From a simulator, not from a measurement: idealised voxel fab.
Process module in this document: voxel air gaps
The width of the displayed cross-section, cut, is 215 nm; its cells are square, with a size of 5 nm.
Cross-section layout: square cells on a grid; listed as bands, top to bottom; a band spans one or more cell rows.
Within each band entry, the heights of the top and of the bottom of the band appear first, in that order and in nm; the materials of the band then follow from left to right, each with its corresponding width in nm. The designation "full width" on a single material indicates that it fills the band from edge to edge; the designation "air" indicates empty space.
Height is counted from the level 0, under which the received wafer is composed throughout of one material. The lowest of the bands is not closed at the bottom but continues downward, in the notation "0 nm and below".
With a width like "30->40", each row of cells in the band differs from the next by the same amount, the top row carrying the first number and the bottom row the second.
Step note "nothing was modified" = no cross-section cell changed.
"Voids, enclosed": sealed empty spaces, 8 cells or more, no open way to top, listed width x height at distance, with distance from the left edge and width, height and distance in nm.
If you see something after the settings on a step's line, that's the simulator's own remark about that step.
overlay nm: step with mask; distance mask lay right of planned place; negative value = left of planned place.

Below is the list of planned process steps
1: RECEIVE with material Si
2: CONFORMAL_DEP with material SiO2, thk nm 15
3: CONFORMAL_DEP with material SiCN, thk nm 5
4: DIRECTIONAL_DEP with material SiO2, thk nm 35
5: DIRECTIONAL_DEP with material aC, thk nm 15
6: PATTERN with tone open, mask id LINES, material resist, width nm 25, pitch nm 50, thk nm 30, overlay nm 0
7: DIRECTIONAL_ETCH with etch materials aC, depth nm 15
8: STRIP with etch materials resist
9: DIRECTIONAL_ETCH with etch materials SiO2, depth nm 35
10: STRIP with etch materials aC
11: CONFORMAL_DEP with material TiN, thk nm 5
12: FILL_DEP with material W, thk nm 5
13: CMP with height nm 55
14: EPI with material Ru, thk nm 10
15: SELECTIVE_ETCH with etch materials SiO2, depth nm 45
16: CONFORMAL_DEP with material SiCN, thk nm 5

As received (post step 1): cross-section
	0 nm and below  Si full width
	Voids, enclosed: none

End-of-module XS, first of two wafers, run as planned
	70 nm to 65 nm  air (30) | SiCN (155) | air (30)
	65 nm to 55 nm  air (30) | SiCN (5) | Ru (45) | SiCN (5) | Ru (45) | SiCN (5) | Ru (45) | SiCN (5) | air (30)
	55 nm to 50 nm  air (30) | SiCN (15) | TiN (5) | W (15) | TiN (5) | SiCN (25) | TiN (5) | W (15) | TiN (5) | SiCN (25) | TiN (5) | W (15) | TiN (5) | SiCN (15) | air (30)
	50 nm to 25 nm  air (40) | SiCN (5) | TiN (5) | W (15) | TiN (5) | SiCN (5) | air (15) | SiCN (5) | TiN (5) | W (15) | TiN (5) | SiCN (5) | air (15) | SiCN (5) | TiN (5) | W (15) | TiN (5) | SiCN (5) | air (40)
	25 nm to 20 nm  SiCN (45) | TiN (25) | SiCN (25) | TiN (25) | SiCN (25) | TiN (25) | SiCN (45)
	20 nm to 15 nm  SiCN full width
	15 nm to 0 nm  SiO2 full width
	0 nm and below  Si full width
	Voids, enclosed: 15 x 25 at 75; 15 x 25 at 125

End of module, second wafer, cross-section. Started like the first, planned like the first, run with one mistake
	70 nm to 65 nm  air (35) | SiCN (155) | air (25)
	65 nm to 55 nm  air (35) | SiCN (5) | Ru (45) | SiCN (5) | Ru (45) | SiCN (5) | Ru (45) | SiCN (5) | air (25)
	55 nm to 50 nm  air (35) | SiCN (15) | TiN (5) | W (15) | TiN (5) | SiCN (25) | TiN (5) | W (15) | TiN (5) | SiCN (25) | TiN (5) | W (15) | TiN (5) | SiCN (15) | air (25)
	50 nm to 25 nm  air (45) | SiCN (5) | TiN (5) | W (15) | TiN (5) | SiCN (5) | air (15) | SiCN (5) | TiN (5) | W (15) | TiN (5) | SiCN (5) | air (15) | SiCN (5) | TiN (5) | W (15) | TiN (5) | SiCN (5) | air (35)
	25 nm to 20 nm  SiCN (50) | TiN (25) | SiCN (25) | TiN (25) | SiCN (25) | TiN (25) | SiCN (40)
	20 nm to 15 nm  SiCN full width
	15 nm to 0 nm  SiO2 full width
	0 nm and below  Si full width
	Voids, enclosed: 15 x 25 at 80; 15 x 25 at 130
Where did the run depart from the plan? step 6 went in with a setting other than planned; the actual run was PATTERN with tone open, mask id LINES, material resist, width nm 25, pitch nm 50, thk nm 30, overlay nm 5
When the process is done, the second wafer contains the same cell count of every material as the first wafer, but distributed over other locations.
